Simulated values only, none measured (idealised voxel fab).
Process module in this document: voxel wiring stack
The cross-section shown here is cut; it is 185 nm wide and divided into square cells measuring 5 nm on a side.
When this document writes out a cross-section, it uses a grid of square cells and lists it as bands, beginning at the top and moving down, with a band standing for one or more rows of cells.
The band entry comprises the height of the band's top followed by the height of its bottom, expressed in nm, and subsequently the band's materials from left to right, each stated together with its width in nm. Where a single material is marked with the word "throughout", that material fills the band from edge to edge. The word "empty" represents empty space.
Measure heights from 0. That's the level where, below it, the as-received wafer is all one material. The lowest band is bottomless and extends downward; write it as in "top 0, no bottom".
A width such as "30->40" changes by the same amount from each row of cells to the next, from the band's top row to its bottom row.
You'll sometimes find "nothing different" written for a step, and that's the way of saying that nowhere in the cross-section did a cell change during that step.
If an empty space has no open way to the top and is at least 8 cells in size, "Enclosed empty spaces" lists it, written width x height at distance, where distance is measured from the left edge and every value is in nm.
Whatever follows a step's settings on its line is a remark the simulator itself makes about that step.
A step line may carry the setting "overlay nm", which, for steps involving a mask, states the distance by which the mask lay to the right of its intended position; negative values denote displacement to the left.
Each pair below shows a cross-section before one step and the cross-section after it, down to the lowest band that changed. The line under each pair gives the step between them, with its settings. The pairs can come from different runs of this module on the same starting wafer, so a pair continues from the pair above only where its "Before processing step" says so.
Before processing step
  top 115, bottom 110  TiN 20 nm  empty 10 nm  TiN 35 nm  empty 10 nm  TiN 35 nm  empty 10 nm  TiN 35 nm  empty 10 nm  TiN 20 nm
  top 110, bottom 95  lowk 15 nm  TiN 5 nm  empty 10 nm  TiN 5 nm  lowk 25 nm  TiN 5 nm  empty 10 nm  TiN 5 nm  lowk 25 nm  TiN 5 nm  empty 10 nm  TiN 5 nm  lowk 25 nm  TiN 5 nm  empty 10 nm  TiN 5 nm  lowk 15 nm
  top 95, bottom 90  lowk 15 nm  TiN 5 nm  empty 5 nm  TiN 10 nm  lowk 25 nm  TiN 5 nm  empty 5 nm  TiN 10 nm  lowk 25 nm  TiN 5 nm  empty 5 nm  TiN 10 nm  lowk 25 nm  TiN 5 nm  empty 5 nm  TiN 10 nm  lowk 15 nm
  top 90, bottom 65  lowk 15 nm  TiN 5 nm  empty 5 nm  TiN 5 nm  lowk 30 nm  TiN 5 nm  empty 5 nm  TiN 5 nm  lowk 30 nm  TiN 5 nm  empty 5 nm  TiN 5 nm  lowk 30 nm  TiN 5 nm  empty 5 nm  TiN 5 nm  lowk 20 nm
  top 65, bottom 60  lowk 15 nm  TiN 15 nm  lowk 30 nm  TiN 15 nm  lowk 30 nm  TiN 15 nm  lowk 30 nm  TiN 15 nm  lowk 20 nm
  top 60, bottom 50  lowk throughout
  top 50, bottom 45  SiCN throughout
  top 45, bottom 40  SiCN 10 nm  Ru 30 nm  SiCN 15 nm  Ru 30 nm  SiCN 15 nm  Ru 30 nm  SiCN 15 nm  Ru 30 nm  SiCN 10 nm
  top 40, bottom 15  SiO2 15 nm  TiN 5 nm  Cu 10 nm  TiN 5 nm  SiO2 25 nm  TiN 5 nm  Cu 10 nm  TiN 5 nm  SiO2 25 nm  TiN 5 nm  Cu 10 nm  TiN 5 nm  SiO2 25 nm  TiN 5 nm  Cu 10 nm  TiN 5 nm  SiO2 15 nm
  top 15, bottom 10  SiN 15 nm  TiN 20 nm  SiN 25 nm  TiN 20 nm  SiN 25 nm  TiN 20 nm  SiN 25 nm  TiN 20 nm  SiN 15 nm
  top 10, bottom 0  SiO2 throughout
  top 0, no bottom  Si throughout
  Enclosed empty spaces: none
Post-Process View
  top 125, bottom 115  Cu throughout
  top 115, bottom 110  TiN 20 nm  Cu 10 nm  TiN 35 nm  Cu 10 nm  TiN 35 nm  Cu 10 nm  TiN 35 nm  Cu 10 nm  TiN 20 nm
  top 110, bottom 95  lowk 15 nm  TiN 5 nm  Cu 10 nm  TiN 5 nm  lowk 25 nm  TiN 5 nm  Cu 10 nm  TiN 5 nm  lowk 25 nm  TiN 5 nm  Cu 10 nm  TiN 5 nm  lowk 25 nm  TiN 5 nm  Cu 10 nm  TiN 5 nm  lowk 15 nm
  top 95, bottom 90  lowk 15 nm  TiN 5 nm  Cu 5 nm  TiN 10 nm  lowk 25 nm  TiN 5 nm  Cu 5 nm  TiN 10 nm  lowk 25 nm  TiN 5 nm  Cu 5 nm  TiN 10 nm  lowk 25 nm  TiN 5 nm  Cu 5 nm  TiN 10 nm  lowk 15 nm
  top 90, bottom 65  lowk 15 nm  TiN 5 nm  Cu 5 nm  TiN 5 nm  lowk 30 nm  TiN 5 nm  Cu 5 nm  TiN 5 nm  lowk 30 nm  TiN 5 nm  Cu 5 nm  TiN 5 nm  lowk 30 nm  TiN 5 nm  Cu 5 nm  TiN 5 nm  lowk 20 nm
  Note: structure below 65 unchanged.
  Enclosed empty spaces: none
Step, pre vs post cross-sections above: op FILL_DEP | material Cu | thk nm 10
Before processing step: we pick up right where the pair above leaves off, with its after cross-section.
Post-Process View
  top 80, bottom 65  lowk 15 nm  TiN 5 nm  Cu 5 nm  TiN 5 nm  lowk 30 nm  TiN 5 nm  Cu 5 nm  TiN 5 nm  lowk 30 nm  TiN 5 nm  Cu 5 nm  TiN 5 nm  lowk 30 nm  TiN 5 nm  Cu 5 nm  TiN 5 nm  lowk 20 nm
  Note: structure below 65 unchanged.
  Enclosed empty spaces: none
Step, pre vs post cross-sections above: op CMP | height nm 80
Before processing step: we pick up right where the pair above leaves off, with its after cross-section.
Post-Process View
  top 85, bottom 80  SiN throughout
  Note: structure below 80 unchanged.
  Enclosed empty spaces: none
Step, pre vs post cross-sections above: op CONFORMAL_DEP | material SiN | thk nm 5
Before processing step
  top 0, no bottom  Si throughout
  Enclosed empty spaces: none
Post-Process View
  top 5, bottom 0  SiN throughout
  Note: structure below 0 unchanged.
  Enclosed empty spaces: none
Step, pre vs post cross-sections above: op CONFORMAL_DEP | material SiN | thk nm 5
Before processing step: we pick up right where the pair above leaves off, with its after cross-section.
Post-Process View
  top 15, bottom 5  SiO2 throughout
  Note: structure below 5 unchanged.
  Enclosed empty spaces: none
Step, pre vs post cross-sections above: op CONFORMAL_DEP | material SiO2 | thk nm 10
Before processing step: we pick up right where the pair above leaves off, with its after cross-section.
Post-Process View
  top 40, bottom 5  SiO2 throughout
  Note: structure below 5 unchanged.
  Enclosed empty spaces: none
Step, pre vs post cross-sections above: op DIRECTIONAL_DEP | material SiO2 | thk nm 25
Before processing step: we pick up right where the pair above leaves off, with its after cross-section.
Post-Process View
  top 40, bottom 15  SiO2 15 nm  empty 20 nm  SiO2 25 nm  empty 20 nm  SiO2 25 nm  empty 20 nm  SiO2 25 nm  empty 20 nm  SiO2 15 nm
  Note: structure below 15 unchanged.
  Enclosed empty spaces: none
Step, pre vs post cross-sections above: op MASKED_ETCH | tone open | mask id METAL_1 | width nm 20 | pitch nm 45 | etch materials SiO2 | depth nm 25 | overlay nm 0
Before processing step: we pick up right where the pair above leaves off, with its after cross-section.
Post-Process View
  top 45, bottom 40  TiN 20 nm  empty 10 nm  TiN 35 nm  empty 10 nm  TiN 35 nm  empty 10 nm  TiN 35 nm  empty 10 nm  TiN 20 nm
  top 40, bottom 20  SiO2 15 nm  TiN 5 nm  empty 10 nm  TiN 5 nm  SiO2 25 nm  TiN 5 nm  empty 10 nm  TiN 5 nm  SiO2 25 nm  TiN 5 nm  empty 10 nm  TiN 5 nm  SiO2 25 nm  TiN 5 nm  empty 10 nm  TiN 5 nm  SiO2 15 nm
  top 20, bottom 15  SiO2 15 nm  TiN 20 nm  SiO2 25 nm  TiN 20 nm  SiO2 25 nm  TiN 20 nm  SiO2 25 nm  TiN 20 nm  SiO2 15 nm
  Note: structure below 15 unchanged.
  Enclosed empty spaces: none
Step, pre vs post cross-sections above: op CONFORMAL_DEP | material TiN | thk nm 5
Before processing step: we pick up right where the pair above leaves off, with its after cross-section.
Post-Process View
  top 50, bottom 45  Cu throughout
  top 45, bottom 40  TiN 20 nm  Cu 10 nm  TiN 35 nm  Cu 10 nm  TiN 35 nm  Cu 10 nm  TiN 35 nm  Cu 10 nm  TiN 20 nm
  top 40, bottom 20  SiO2 15 nm  TiN 5 nm  Cu 10 nm  TiN 5 nm  SiO2 25 nm  TiN 5 nm  Cu 10 nm  TiN 5 nm  SiO2 25 nm  TiN 5 nm  Cu 10 nm  TiN 5 nm  SiO2 25 nm  TiN 5 nm  Cu 10 nm  TiN 5 nm  SiO2 15 nm
  Note: structure below 20 unchanged.
  Enclosed empty spaces: none
Step, pre vs post cross-sections above: op FILL_DEP | material Cu | thk nm 5
Before processing step: we pick up right where the pair above leaves off, with its after cross-section.
Post-Process View
  top 40, bottom 20  SiO2 15 nm  TiN 5 nm  Cu 10 nm  TiN 5 nm  SiO2 25 nm  TiN 5 nm  Cu 10 nm  TiN 5 nm  SiO2 25 nm  TiN 5 nm  Cu 10 nm  TiN 5 nm  SiO2 25 nm  TiN 5 nm  Cu 10 nm  TiN 5 nm  SiO2 15 nm
  Note: structure below 20 unchanged.
  Enclosed empty spaces: none
Step, pre vs post cross-sections above: op CMP | height nm 40
Before processing step: we pick up right where the pair above leaves off, with its after cross-section.
Post-Process View
  top 45, bottom 40  empty 10 nm  Ru 30 nm  empty 15 nm  Ru 30 nm  empty 15 nm  Ru 30 nm  empty 15 nm  Ru 30 nm  empty 10 nm
  Note: structure below 40 unchanged.
  Enclosed empty spaces: none
Step, pre vs post cross-sections above: op EPI | material Ru | thk nm 5
Before processing step: we pick up right where the pair above leaves off, with its after cross-section.
Post-Process View
  top 50, bottom 45  SiCN throughout
  top 45, bottom 40  SiCN 10 nm  Ru 30 nm  SiCN 15 nm  Ru 30 nm  SiCN 15 nm  Ru 30 nm  SiCN 15 nm  Ru 30 nm  SiCN 10 nm
  Note: structure below 40 unchanged.
  Enclosed empty spaces: none
Step, pre vs post cross-sections above: op FILL_DEP | material SiCN | thk nm 5
Before processing step: we pick up right where the pair above leaves off, with its after cross-section.
Post-Process View
  top 80, bottom 50  lowk throughout
  Note: structure below 50 unchanged.
  Enclosed empty spaces: none
Step, pre vs post cross-sections above: op DIRECTIONAL_DEP | material lowk | thk nm 30
Before processing step: we pick up right where the pair above leaves off, with its after cross-section.
Post-Process View
  top 90, bottom 80  aC throughout
  Note: structure below 80 unchanged.
  Enclosed empty spaces: none
Step, pre vs post cross-sections above: op DIRECTIONAL_DEP | material aC | thk nm 10
Before processing step: we pick up right where the pair above leaves off, with its after cross-section.
Post-Process View
  top 120, bottom 90  resist 15 nm  empty 15 nm  resist 30 nm  empty 15 nm  resist 30 nm  empty 15 nm  resist 30 nm  empty 15 nm  resist 20 nm
  Note: structure below 90 unchanged.
  Enclosed empty spaces: none
Step, pre vs post cross-sections above: op PATTERN | tone open | mask id METAL_2_HOLES | material resist | width nm 15 | pitch nm 45 | thk nm 30 | overlay nm 0
Before processing step: we pick up right where the pair above leaves off, with its after cross-section.
Post-Process View
  top 110, bottom 90  resist 15 nm  empty 15 nm  resist 30 nm  empty 15 nm  resist 30 nm  empty 15 nm  resist 30 nm  empty 15 nm  resist 20 nm
  top 90, bottom 80  aC 15 nm  empty 15 nm  aC 30 nm  empty 15 nm  aC 30 nm  empty 15 nm  aC 30 nm  empty 15 nm  aC 20 nm
  Note: structure below 80 unchanged.
  Enclosed empty spaces: none
Step, pre vs post cross-sections above: op DIRECTIONAL_ETCH | etch materials aC | depth nm 10
Before processing step: we pick up right where the pair above leaves off, with its after cross-section.
Post-Process View
  top 90, bottom 80  aC 15 nm  empty 15 nm  aC 30 nm  empty 15 nm  aC 30 nm  empty 15 nm  aC 30 nm  empty 15 nm  aC 20 nm
  Note: structure below 80 unchanged.
  Enclosed empty spaces: none
Step, pre vs post cross-sections above: op STRIP | etch materials resist
Before processing step: we pick up right where the pair above leaves off, with its after cross-section.
Post-Process View
  top 90, bottom 80  aC 15 nm  empty 15 nm  aC 30 nm  empty 15 nm  aC 30 nm  empty 15 nm  aC 30 nm  empty 15 nm  aC 20 nm
  top 80, bottom 50  lowk 15 nm  empty 15 nm  lowk 30 nm  empty 15 nm  lowk 30 nm  empty 15 nm  lowk 30 nm  empty 15 nm  lowk 20 nm
  Note: structure below 50 unchanged.
  Enclosed empty spaces: none
Step, pre vs post cross-sections above: op DIRECTIONAL_ETCH | etch materials lowk | depth nm 30
Before processing step: we pick up right where the pair above leaves off, with its after cross-section.
Post-Process View
  top 80, bottom 50  lowk 15 nm  empty 15 nm  lowk 30 nm  empty 15 nm  lowk 30 nm  empty 15 nm  lowk 30 nm  empty 15 nm  lowk 20 nm
  Note: structure below 50 unchanged.
  Enclosed empty spaces: none
Step, pre vs post cross-sections above: op STRIP | etch materials aC
Before processing step: we pick up right where the pair above leaves off, with its after cross-section.
Post-Process View
  top 80, bottom 60  lowk 15 nm  empty 20 nm  lowk 25 nm  empty 20 nm  lowk 25 nm  empty 20 nm  lowk 25 nm  empty 20 nm  lowk 15 nm
  Note: structure below 60 unchanged.
  Enclosed empty spaces: none
Step, pre vs post cross-sections above: op MASKED_ETCH | tone open | mask id METAL_2 | width nm 20 | pitch nm 45 | etch materials lowk | depth nm 20 | overlay nm 0
Before processing step: we pick up right where the pair above leaves off, with its after cross-section.
Post-Process View
  top 80, bottom 60  lowk 15 nm  empty 20 nm  lowk 25 nm  empty 20 nm  lowk 25 nm  empty 20 nm  lowk 25 nm  empty 20 nm  lowk 15 nm
  top 60, bottom 50  lowk 15 nm  empty 15 nm  lowk 30 nm  empty 15 nm  lowk 30 nm  empty 15 nm  lowk 30 nm  empty 15 nm  lowk 20 nm
  top 50, bottom 45  SiCN 15 nm  empty 15 nm  SiCN 30 nm  empty 15 nm  SiCN 30 nm  empty 15 nm  SiCN 30 nm  empty 15 nm  SiCN 20 nm
  Note: structure below 45 unchanged.
  Enclosed empty spaces: none
Step, pre vs post cross-sections above: op MASKED_ETCH | tone open | mask id METAL_2 | width nm 20 | pitch nm 45 | etch materials SiCN | depth nm 5 | overlay nm 0
Before processing step: we pick up right where the pair above leaves off, with its after cross-section.
Post-Process View
  top 85, bottom 80  TiN 20 nm  empty 10 nm  TiN 35 nm  empty 10 nm  TiN 35 nm  empty 10 nm  TiN 35 nm  empty 10 nm  TiN 20 nm
  top 80, bottom 65  lowk 15 nm  TiN 5 nm  empty 10 nm  TiN 5 nm  lowk 25 nm  TiN 5 nm  empty 10 nm  TiN 5 nm  lowk 25 nm  TiN 5 nm  empty 10 nm  TiN 5 nm  lowk 25 nm  TiN 5 nm  empty 10 nm  TiN 5 nm  lowk 15 nm
  top 65, bottom 60  lowk 15 nm  TiN 5 nm  empty 5 nm  TiN 10 nm  lowk 25 nm  TiN 5 nm  empty 5 nm  TiN 10 nm  lowk 25 nm  TiN 5 nm  empty 5 nm  TiN 10 nm  lowk 25 nm  TiN 5 nm  empty 5 nm  TiN 10 nm  lowk 15 nm
  top 60, bottom 50  lowk 15 nm  TiN 5 nm  empty 5 nm  TiN 5 nm  lowk 30 nm  TiN 5 nm  empty 5 nm  TiN 5 nm  lowk 30 nm  TiN 5 nm  empty 5 nm  TiN 5 nm  lowk 30 nm  TiN 5 nm  empty 5 nm  TiN 5 nm  lowk 20 nm
  top 50, bottom 45  SiCN 15 nm  TiN 15 nm  SiCN 30 nm  TiN 15 nm  SiCN 30 nm  TiN 15 nm  SiCN 30 nm  TiN 15 nm  SiCN 20 nm
  Note: structure below 45 unchanged.
  Enclosed empty spaces: none
Step, pre vs post cross-sections above: op CONFORMAL_DEP | material TiN | thk nm 5
Before processing step: we pick up right where the pair above leaves off, with its after cross-section.
Post-Process View
  top 95, bottom 85  Cu throughout
  top 85, bottom 80  TiN 20 nm  Cu 10 nm  TiN 35 nm  Cu 10 nm  TiN 35 nm  Cu 10 nm  TiN 35 nm  Cu 10 nm  TiN 20 nm
  top 80, bottom 65  lowk 15 nm  TiN 5 nm  Cu 10 nm  TiN 5 nm  lowk 25 nm  TiN 5 nm  Cu 10 nm  TiN 5 nm  lowk 25 nm  TiN 5 nm  Cu 10 nm  TiN 5 nm  lowk 25 nm  TiN 5 nm  Cu 10 nm  TiN 5 nm  lowk 15 nm
  top 65, bottom 60  lowk 15 nm  TiN 5 nm  Cu 5 nm  TiN 10 nm  lowk 25 nm  TiN 5 nm  Cu 5 nm  TiN 10 nm  lowk 25 nm  TiN 5 nm  Cu 5 nm  TiN 10 nm  lowk 25 nm  TiN 5 nm  Cu 5 nm  TiN 10 nm  lowk 15 nm
  top 60, bottom 50  lowk 15 nm  TiN 5 nm  Cu 5 nm  TiN 5 nm  lowk 30 nm  TiN 5 nm  Cu 5 nm  TiN 5 nm  lowk 30 nm  TiN 5 nm  Cu 5 nm  TiN 5 nm  lowk 30 nm  TiN 5 nm  Cu 5 nm  TiN 5 nm  lowk 20 nm
  Note: structure below 50 unchanged.
  Enclosed empty spaces: none
Step, pre vs post cross-sections above: op FILL_DEP | material Cu | thk nm 10
Before processing step: we pick up right where the pair above leaves off, with its after cross-section.
Post-Process View
  top 80, bottom 65  lowk 15 nm  TiN 5 nm  Cu 10 nm  TiN 5 nm  lowk 25 nm  TiN 5 nm  Cu 10 nm  TiN 5 nm  lowk 25 nm  TiN 5 nm  Cu 10 nm  TiN 5 nm  lowk 25 nm  TiN 5 nm  Cu 10 nm  TiN 5 nm  lowk 15 nm
  Note: structure below 65 unchanged.
  Enclosed empty spaces: none
Step, pre vs post cross-sections above: op CMP | height nm 80
Before processing step: we pick up right where the pair above leaves off, with its after cross-section.
Post-Process View
  top 85, bottom 80  SiN throughout
  Note: structure below 80 unchanged.
  Enclosed empty spaces: none
Step, pre vs post cross-sections above: op CONFORMAL_DEP | material SiN | thk nm 5
Before processing step
  top 50, bottom 45  SiCN throughout
  top 45, bottom 40  SiCN 10 nm  Ru 30 nm  SiCN 15 nm  Ru 30 nm  SiCN 15 nm  Ru 30 nm  SiCN 15 nm  Ru 30 nm  SiCN 10 nm
  top 40, bottom 15  SiO2 15 nm  TiN 5 nm  Cu 10 nm  TiN 5 nm  SiO2 25 nm  TiN 5 nm  Cu 10 nm  TiN 5 nm  SiO2 25 nm  TiN 5 nm  Cu 10 nm  TiN 5 nm  SiO2 25 nm  TiN 5 nm  Cu 10 nm  TiN 5 nm  SiO2 15 nm
  top 15, bottom 10  SiN 15 nm  TiN 20 nm  SiN 25 nm  TiN 20 nm  SiN 25 nm  TiN 20 nm  SiN 25 nm  TiN 20 nm  SiN 15 nm
  top 10, bottom 0  SiO2 throughout
  top 0, no bottom  Si throughout
  Enclosed empty spaces: none
Post-Process View
  top 75, bottom 50  lowk throughout
  Note: structure below 50 unchanged.
  Enclosed empty spaces: none
Step, pre vs post cross-sections above: op DIRECTIONAL_DEP | material lowk | thk nm 25
Before processing step: we pick up right where the pair above leaves off, with its after cross-section.
Post-Process View
  top 85, bottom 75  aC throughout
  Note: structure below 75 unchanged.
  Enclosed empty spaces: none
Step, pre vs post cross-sections above: op DIRECTIONAL_DEP | material aC | thk nm 10
Before processing step: we pick up right where the pair above leaves off, with its after cross-section.
Post-Process View
  top 115, bottom 85  resist 15 nm  empty 15 nm  resist 30 nm  empty 15 nm  resist 30 nm  empty 15 nm  resist 30 nm  empty 15 nm  resist 20 nm
  Note: structure below 85 unchanged.
  Enclosed empty spaces: none
Step, pre vs post cross-sections above: op PATTERN | tone open | mask id METAL_2_HOLES | material resist | width nm 15 | pitch nm 45 | thk nm 30 | overlay nm 0
Before processing step: we pick up right where the pair above leaves off, with its after cross-section.
Post-Process View
  top 105, bottom 85  resist 15 nm  empty 15 nm  resist 30 nm  empty 15 nm  resist 30 nm  empty 15 nm  resist 30 nm  empty 15 nm  resist 20 nm
  top 85, bottom 75  aC 15 nm  empty 15 nm  aC 30 nm  empty 15 nm  aC 30 nm  empty 15 nm  aC 30 nm  empty 15 nm  aC 20 nm
  Note: structure below 75 unchanged.
  Enclosed empty spaces: none
Step, pre vs post cross-sections above: op DIRECTIONAL_ETCH | etch materials aC | depth nm 10
Before processing step: we pick up right where the pair above leaves off, with its after cross-section.
Post-Process View
  top 85, bottom 75  aC 15 nm  empty 15 nm  aC 30 nm  empty 15 nm  aC 30 nm  empty 15 nm  aC 30 nm  empty 15 nm  aC 20 nm
  Note: structure below 75 unchanged.
  Enclosed empty spaces: none
Step, pre vs post cross-sections above: op STRIP | etch materials resist
Before processing step: we pick up right where the pair above leaves off, with its after cross-section.
Post-Process View
  top 85, bottom 75  aC 15 nm  empty 15 nm  aC 30 nm  empty 15 nm  aC 30 nm  empty 15 nm  aC 30 nm  empty 15 nm  aC 20 nm
  top 75, bottom 50  lowk 15 nm  empty 15 nm  lowk 30 nm  empty 15 nm  lowk 30 nm  empty 15 nm  lowk 30 nm  empty 15 nm  lowk 20 nm
  Note: structure below 50 unchanged.
  Enclosed empty spaces: none
Step, pre vs post cross-sections above: op DIRECTIONAL_ETCH | etch materials lowk | depth nm 30
Before processing step: we pick up right where the pair above leaves off, with its after cross-section.
Post-Process View
  top 75, bottom 50  lowk 15 nm  empty 15 nm  lowk 30 nm  empty 15 nm  lowk 30 nm  empty 15 nm  lowk 30 nm  empty 15 nm  lowk 20 nm
  Note: structure below 50 unchanged.
  Enclosed empty spaces: none
Step, pre vs post cross-sections above: op STRIP | etch materials aC
Before processing step: we pick up right where the pair above leaves off, with its after cross-section.
Post-Process View
  top 75, bottom 55  lowk 15 nm  empty 20 nm  lowk 25 nm  empty 20 nm  lowk 25 nm  empty 20 nm  lowk 25 nm  empty 20 nm  lowk 15 nm
  Note: structure below 55 unchanged.
  Enclosed empty spaces: none
Step, pre vs post cross-sections above: op MASKED_ETCH | tone open | mask id METAL_2 | width nm 20 | pitch nm 45 | etch materials lowk | depth nm 20 | overlay nm 0
Before processing step: we pick up right where the pair above leaves off, with its after cross-section.
Post-Process View
  top 75, bottom 55  lowk 15 nm  empty 20 nm  lowk 25 nm  empty 20 nm  lowk 25 nm  empty 20 nm  lowk 25 nm  empty 20 nm  lowk 15 nm
  top 55, bottom 50  lowk 15 nm  empty 15 nm  lowk 30 nm  empty 15 nm  lowk 30 nm  empty 15 nm  lowk 30 nm  empty 15 nm  lowk 20 nm
  top 50, bottom 45  SiCN 15 nm  empty 15 nm  SiCN 30 nm  empty 15 nm  SiCN 30 nm  empty 15 nm  SiCN 30 nm  empty 15 nm  SiCN 20 nm
  Note: structure below 45 unchanged.
  Enclosed empty spaces: none
Step, pre vs post cross-sections above: op MASKED_ETCH | tone open | mask id METAL_2 | width nm 20 | pitch nm 45 | etch materials SiCN | depth nm 5 | overlay nm 0
Before processing step: we pick up right where the pair above leaves off, with its after cross-section.
Post-Process View
  top 80, bottom 75  TiN 20 nm  empty 10 nm  TiN 35 nm  empty 10 nm  TiN 35 nm  empty 10 nm  TiN 35 nm  empty 10 nm  TiN 20 nm
  top 75, bottom 60  lowk 15 nm  TiN 5 nm  empty 10 nm  TiN 5 nm  lowk 25 nm  TiN 5 nm  empty 10 nm  TiN 5 nm  lowk 25 nm  TiN 5 nm  empty 10 nm  TiN 5 nm  lowk 25 nm  TiN 5 nm  empty 10 nm  TiN 5 nm  lowk 15 nm
  top 60, bottom 50  lowk 15 nm  TiN 5 nm  empty 5 nm  TiN 10->5 nm  lowk 25->30 nm  TiN 5 nm  empty 5 nm  TiN 10->5 nm  lowk 25->30 nm  TiN 5 nm  empty 5 nm  TiN 10->5 nm  lowk 25->30 nm  TiN 5 nm  empty 5 nm  TiN 10->5 nm  lowk 15->20 nm
  top 50, bottom 45  SiCN 15 nm  TiN 15 nm  SiCN 30 nm  TiN 15 nm  SiCN 30 nm  TiN 15 nm  SiCN 30 nm  TiN 15 nm  SiCN 20 nm
  Note: structure below 45 unchanged.
  Enclosed empty spaces: none
Step, pre vs post cross-sections above: op CONFORMAL_DEP | material TiN | thk nm 5
Before processing step: we pick up right where the pair above leaves off, with its after cross-section.
Post-Process View
  top 90, bottom 80  Cu throughout
  top 80, bottom 75  TiN 20 nm  Cu 10 nm  TiN 35 nm  Cu 10 nm  TiN 35 nm  Cu 10 nm  TiN 35 nm  Cu 10 nm  TiN 20 nm
  top 75, bottom 60  lowk 15 nm  TiN 5 nm  Cu 10 nm  TiN 5 nm  lowk 25 nm  TiN 5 nm  Cu 10 nm  TiN 5 nm  lowk 25 nm  TiN 5 nm  Cu 10 nm  TiN 5 nm  lowk 25 nm  TiN 5 nm  Cu 10 nm  TiN 5 nm  lowk 15 nm
  top 60, bottom 50  lowk 15 nm  TiN 5 nm  Cu 5 nm  TiN 10->5 nm  lowk 25->30 nm  TiN 5 nm  Cu 5 nm  TiN 10->5 nm  lowk 25->30 nm  TiN 5 nm  Cu 5 nm  TiN 10->5 nm  lowk 25->30 nm  TiN 5 nm  Cu 5 nm  TiN 10->5 nm  lowk 15->20 nm
  Note: structure below 50 unchanged.
  Enclosed empty spaces: none
Step, pre vs post cross-sections above: op FILL_DEP | material Cu | thk nm 10
Before processing step: we pick up right where the pair above leaves off, with its after cross-section.
Post-Process View
  top 80, bottom 75  TiN 20 nm  Cu 10 nm  TiN 35 nm  Cu 10 nm  TiN 35 nm  Cu 10 nm  TiN 35 nm  Cu 10 nm  TiN 20 nm
  Note: structure below 75 unchanged.
  Enclosed empty spaces: none
Step, pre vs post cross-sections above: op CMP | height nm 80
Before processing step: we pick up right where the pair above leaves off, with its after cross-section.
Post-Process View
  top 85, bottom 80  SiN throughout
  Note: structure below 80 unchanged.
  Enclosed empty spaces: none
Step, pre vs post cross-sections above: op CONFORMAL_DEP | material SiN | thk nm 5
Before processing step
  top 80, bottom 60  lowk 15 nm  empty 20 nm  lowk 25 nm  empty 20 nm  lowk 25 nm  empty 20 nm  lowk 25 nm  empty 20 nm  lowk 15 nm
  top 60, bottom 50  lowk 15 nm  empty 15 nm  lowk 30 nm  empty 15 nm  lowk 30 nm  empty 15 nm  lowk 30 nm  empty 15 nm  lowk 20 nm
  top 50, bottom 45  SiCN throughout
  top 45, bottom 40  SiCN 10 nm  Ru 30 nm  SiCN 15 nm  Ru 30 nm  SiCN 15 nm  Ru 30 nm  SiCN 15 nm  Ru 30 nm  SiCN 10 nm
  top 40, bottom 15  SiO2 15 nm  TiN 5 nm  Cu 10 nm  TiN 5 nm  SiO2 25 nm  TiN 5 nm  Cu 10 nm  TiN 5 nm  SiO2 25 nm  TiN 5 nm  Cu 10 nm  TiN 5 nm  SiO2 25 nm  TiN 5 nm  Cu 10 nm  TiN 5 nm  SiO2 15 nm
  top 15, bottom 10  SiN 15 nm  TiN 20 nm  SiN 25 nm  TiN 20 nm  SiN 25 nm  TiN 20 nm  SiN 25 nm  TiN 20 nm  SiN 15 nm
  top 10, bottom 0  SiO2 throughout
  top 0, no bottom  Si throughout
  Enclosed empty spaces: none
Post-Process View
  top 80, bottom 60  lowk 15 nm  empty 20 nm  lowk 25 nm  empty 20 nm  lowk 25 nm  empty 20 nm  lowk 25 nm  empty 20 nm  lowk 15 nm
  top 60, bottom 50  lowk 15 nm  empty 15 nm  lowk 30 nm  empty 15 nm  lowk 30 nm  empty 15 nm  lowk 30 nm  empty 15 nm  lowk 20 nm
  top 50, bottom 45  SiCN 20 nm  empty 10 nm  SiCN 35 nm  empty 10 nm  SiCN 35 nm  empty 10 nm  SiCN 35 nm  empty 10 nm  SiCN 20 nm
  Note: structure below 45 unchanged.
  Enclosed empty spaces: none
Step, pre vs post cross-sections above: op MASKED_ETCH | tone open | mask id METAL_2 | width nm 15 | pitch nm 45 | etch materials SiCN | depth nm 5 | overlay nm 0
Before processing step: we pick up right where the pair above leaves off, with its after cross-section.
Post-Process View
  top 85, bottom 80  TiN 20 nm  empty 10 nm  TiN 35 nm  empty 10 nm  TiN 35 nm  empty 10 nm  TiN 35 nm  empty 10 nm  TiN 20 nm
  top 80, bottom 65  lowk 15 nm  TiN 5 nm  empty 10 nm  TiN 5 nm  lowk 25 nm  TiN 5 nm  empty 10 nm  TiN 5 nm  lowk 25 nm  TiN 5 nm  empty 10 nm  TiN 5 nm  lowk 25 nm  TiN 5 nm  empty 10 nm  TiN 5 nm  lowk 15 nm
  top 65, bottom 55  lowk 15 nm  TiN 5 nm  empty 5 nm  TiN 10->5 nm  lowk 25->30 nm  TiN 5 nm  empty 5 nm  TiN 10->5 nm  lowk 25->30 nm  TiN 5 nm  empty 5 nm  TiN 10->5 nm  lowk 25->30 nm  TiN 5 nm  empty 5 nm  TiN 10->5 nm  lowk 15->20 nm
  top 55, bottom 50  lowk 15 nm  TiN 15 nm  lowk 30 nm  TiN 15 nm  lowk 30 nm  TiN 15 nm  lowk 30 nm  TiN 15 nm  lowk 20 nm
  top 50, bottom 45  SiCN 20 nm  TiN 10 nm  SiCN 35 nm  TiN 10 nm  SiCN 35 nm  TiN 10 nm  SiCN 35 nm  TiN 10 nm  SiCN 20 nm
  Note: structure below 45 unchanged.
  Enclosed empty spaces: none
Step, pre vs post cross-sections above: op CONFORMAL_DEP | material TiN | thk nm 5
Before processing step: we pick up right where the pair above leaves off, with its after cross-section.
Post-Process View
  top 95, bottom 85  Cu throughout
  top 85, bottom 80  TiN 20 nm  Cu 10 nm  TiN 35 nm  Cu 10 nm  TiN 35 nm  Cu 10 nm  TiN 35 nm  Cu 10 nm  TiN 20 nm
  top 80, bottom 65  lowk 15 nm  TiN 5 nm  Cu 10 nm  TiN 5 nm  lowk 25 nm  TiN 5 nm  Cu 10 nm  TiN 5 nm  lowk 25 nm  TiN 5 nm  Cu 10 nm  TiN 5 nm  lowk 25 nm  TiN 5 nm  Cu 10 nm  TiN 5 nm  lowk 15 nm
  top 65, bottom 55  lowk 15 nm  TiN 5 nm  Cu 5 nm  TiN 10->5 nm  lowk 25->30 nm  TiN 5 nm  Cu 5 nm  TiN 10->5 nm  lowk 25->30 nm  TiN 5 nm  Cu 5 nm  TiN 10->5 nm  lowk 25->30 nm  TiN 5 nm  Cu 5 nm  TiN 10->5 nm  lowk 15->20 nm
  Note: structure below 55 unchanged.
  Enclosed empty spaces: none
Step, pre vs post cross-sections above: op FILL_DEP | material Cu | thk nm 10
